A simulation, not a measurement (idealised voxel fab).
Presented below is a process module, voxel lift off.
FYI the section here is cut, 250 nm wide, cells are 5 nm squares.
Cross-section, as written here: a square-cell grid given band by band from the top down, where a band holds one or more rows of cells. Basically the band line says how high the top is and how high the bottom is, in nm, and then what's in it from left to right, every material with its width in nm. Empty space shows up as "blank", and if a single material carries "everywhere" it runs the full band edge to edge. Measure heights from 0. That's the level where, below it, the as-received wafer is all one material. The lowest band is bottomless and extends downward; write it as in "top 0, no bottom". A two-number width, for instance "30 to 40", indicates that the width is equal to the first number in the top row of the band and to the second number in the bottom row, and that it changes by a constant amount per row of cells. Given "nothing got changed" for a step, no cell of the cross-section differs between before and after that step. So "Encapsulated voids" is basically the list of trapped voids: any empty space of 8 cells or more that can't reach the top through an opening. They're written width x height at distance, the distance being from the left edge, and it's all nm. after a step's settings: what the simulator itself notes on the step. "overlay nm", when on a step's line for a step with a mask, measures how far to the right of its planned place the mask lay; a negative measure means to the left.
-- Steps planned for the process
1) RECEIVE with material Si
2) CONFORMAL_DEP with material SiO2, thk nm 10
3) PATTERN with tone open, mask id LINES, material resist, width nm 15, pitch nm 40, thk nm 25, overlay nm 0
4) DIRECTIONAL_DEP with material Ru, thk nm 15
5) STRIP with etch materials resist
6) CONFORMAL_DEP with material SiO2, thk nm 5
-- First of two wafers - as planned
-- Here's what the wafer looked like in cross-section when it arrived - that's after step 1
- top 0, no bottom = Si everywhere
- Encapsulated voids: none
-- Upon completion of step 2, the wafer appears in cross-section as shown
- top 10, bottom 0 = SiO2 everywhere
- At heights below 0, the structure remains unaltered.
-- Upon completion of step 3, the wafer appears in cross-section as shown
- top 35, bottom 10 = resist 55, then blank 15, then resist 25, then blank 15, then resist 25, then blank 15, then resist 25, then blank 15, then resist 60
- At heights below 10, the structure remains unaltered.
-- Upon completion of step 4, the wafer appears in cross-section as shown
- top 50, bottom 35 = Ru 55, then blank 15, then Ru 25, then blank 15, then Ru 25, then blank 15, then Ru 25, then blank 15, then Ru 60
- top 35, bottom 25 = resist 55, then blank 15, then resist 25, then blank 15, then resist 25, then blank 15, then resist 25, then blank 15, then resist 60
- top 25, bottom 10 = resist 55, then Ru 15, then resist 25, then Ru 15, then resist 25, then Ru 15, then resist 25, then Ru 15, then resist 60
- At heights below 10, the structure remains unaltered.
-- Upon completion of step 5, the wafer appears in cross-section as shown
- top 25, bottom 10 = blank 55, then Ru 15, then blank 25, then Ru 15, then blank 25, then Ru 15, then blank 25, then Ru 15, then blank 60
- At heights below 10, the structure remains unaltered.
-- Upon completion of step 6, the wafer appears in cross-section as shown
- top 30, bottom 25 = blank 50, then SiO2 25, then blank 15, then SiO2 25, then blank 15, then SiO2 25, then blank 15, then SiO2 25, then blank 55
- top 25, bottom 15 = blank 50, then SiO2 5, then Ru 15, then SiO2 5, then blank 15, then SiO2 5, then Ru 15, then SiO2 5, then blank 15, then SiO2 5, then Ru 15, then SiO2 5, then blank 15, then SiO2 5, then Ru 15, then SiO2 5, then blank 55
- top 15, bottom 10 = SiO2 55, then Ru 15, then SiO2 25, then Ru 15, then SiO2 25, then Ru 15, then SiO2 25, then Ru 15, then SiO2 60
- At heights below 10, the structure remains unaltered.
-- What follows concerns the second wafer, which started out like the first and was meant to follow the very same plan; one mistake crept in when it was run, but everything up to and including step 5 is the same as for the first wafer
-- Cross-section, second wafer, at the end time the plan gives for step 6
- top 30, bottom 15 = blank 50, then Ru 25, then blank 15, then Ru 25, then blank 15, then Ru 25, then blank 15, then Ru 25, then blank 55
- top 15, bottom 10 = Ru everywhere
- At heights below 10, the structure remains unaltered.
Want to know what went wrong? rather than as planned, step 6 actually ran as CONFORMAL_DEP with material Ru, thk nm 5
Count the cells at the end and the second wafer has more or fewer of some materials than the first: +74 Ru | -74 SiO2
